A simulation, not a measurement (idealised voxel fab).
Proc. module: voxel trench capacitor
Cross-sectional view cut (width: 190 nm; square cell size: 5 nm).
Cross-section = grid of square cells, listed top down in bands; band = one or more rows.
A band entry consists of two parts. The first gives the height of the band's top and the height of its bottom, in nm. The rest lists the band's materials from left to right, each with its width in nm. A single material labelled with the word "all across" fills the band from edge to edge, and the word "empty" marks empty space.
Basically, 0 is our baseline, since under it the wafer straight out of the box is all one material. The bottom band has no lower end and keeps on going down, so it looks like "0 nm and below".
With a width like "30 to 40", each row of cells in the band differs from the next by the same amount, the top row carrying the first number and the bottom row the second.
You'll sometimes find "remains unaltered" written for a step, and that's the way of saying that nowhere in the cross-section did a cell change during that step.
This entry, "Closed cavity list", enumerates those empty regions of no fewer than 8 cells that possess no open connection to the top. Each region is reported in the form width x height at distance, the distance being taken from the left edge, with all three quantities expressed in nm.
Past the settings on a step's line: simulator remark, on that step.
Regarding "overlay nm": on a step with a mask, it is the distance the mask lay to the right of its planned place; a negative value places it to the left.

### The steps planned for the process are as follows
1) RECEIVE | material Si
2) CONFORMAL_DEP | material SiN | thk nm 10
3) DIRECTIONAL_DEP | material aC | thk nm 10
4) PATTERN | tone open | mask id TRENCH | material resist | width nm 30 | pitch nm 45 | thk nm 30 | overlay nm 0
5) DIRECTIONAL_ETCH | etch materials aC | depth nm 10
6) STRIP | etch materials resist
7) DIRECTIONAL_ETCH | etch materials SiN | depth nm 10
8) DIRECTIONAL_ETCH | etch materials Si | depth nm 35
9) STRIP | etch materials aC
10) CONFORMAL_DEP | material Al2O3 | thk nm 5
11) CONFORMAL_DEP | material TiN | thk nm 5
12) FILL_DEP | material W | thk nm 5
13) CMP | height nm 10

### as received, after step 1
	0 nm and below: Si all across
	Closed cavity list: none

### Cross-section, first of two wafers, end of module, run as planned
	10 nm to 0 nm: 55 of SiN; 5 of Al2O3; 5 of TiN; 10 of W; 5 of TiN; 5 of Al2O3; 15 of SiN; 5 of Al2O3; 5 of TiN; 10 of W; 5 of TiN; 5 of Al2O3; 60 of SiN
	0 nm to -25 nm: 55 of Si; 5 of Al2O3; 5 of TiN; 10 of W; 5 of TiN; 5 of Al2O3; 15 of Si; 5 of Al2O3; 5 of TiN; 10 of W; 5 of TiN; 5 of Al2O3; 60 of Si
	-25 nm to -30 nm: 55 of Si; 5 of Al2O3; 20 of TiN; 5 of Al2O3; 15 of Si; 5 of Al2O3; 20 of TiN; 5 of Al2O3; 60 of Si
	-30 nm to -35 nm: 55 of Si; 30 of Al2O3; 15 of Si; 30 of Al2O3; 60 of Si
	-35 nm and below: Si all across
	Closed cavity list: none

### So this is wafer number two of the two, cut at the end of the module - it started where the first did and had the same plan, we just got one thing wrong running it
	10 nm to 0 nm: 55 of SiN; 5 of TiN; 5 of Al2O3; 10 of W; 5 of Al2O3; 5 of TiN; 15 of SiN; 5 of TiN; 5 of Al2O3; 10 of W; 5 of Al2O3; 5 of TiN; 60 of SiN
	0 nm to -25 nm: 55 of Si; 5 of TiN; 5 of Al2O3; 10 of W; 5 of Al2O3; 5 of TiN; 15 of Si; 5 of TiN; 5 of Al2O3; 10 of W; 5 of Al2O3; 5 of TiN; 60 of Si
	-25 nm to -30 nm: 55 of Si; 5 of TiN; 20 of Al2O3; 5 of TiN; 15 of Si; 5 of TiN; 20 of Al2O3; 5 of TiN; 60 of Si
	-30 nm to -35 nm: 55 of Si; 30 of TiN; 15 of Si; 30 of TiN; 60 of Si
	-35 nm and below: Si all across
	Closed cavity list: none
Which mistake was made when the wafer was run? steps 10 and 11 swapped
Wrapping up, a cell-based count of both wafers puts the second over or under the first for these materials: 8 fewer of Al2O3; 8 more of TiN
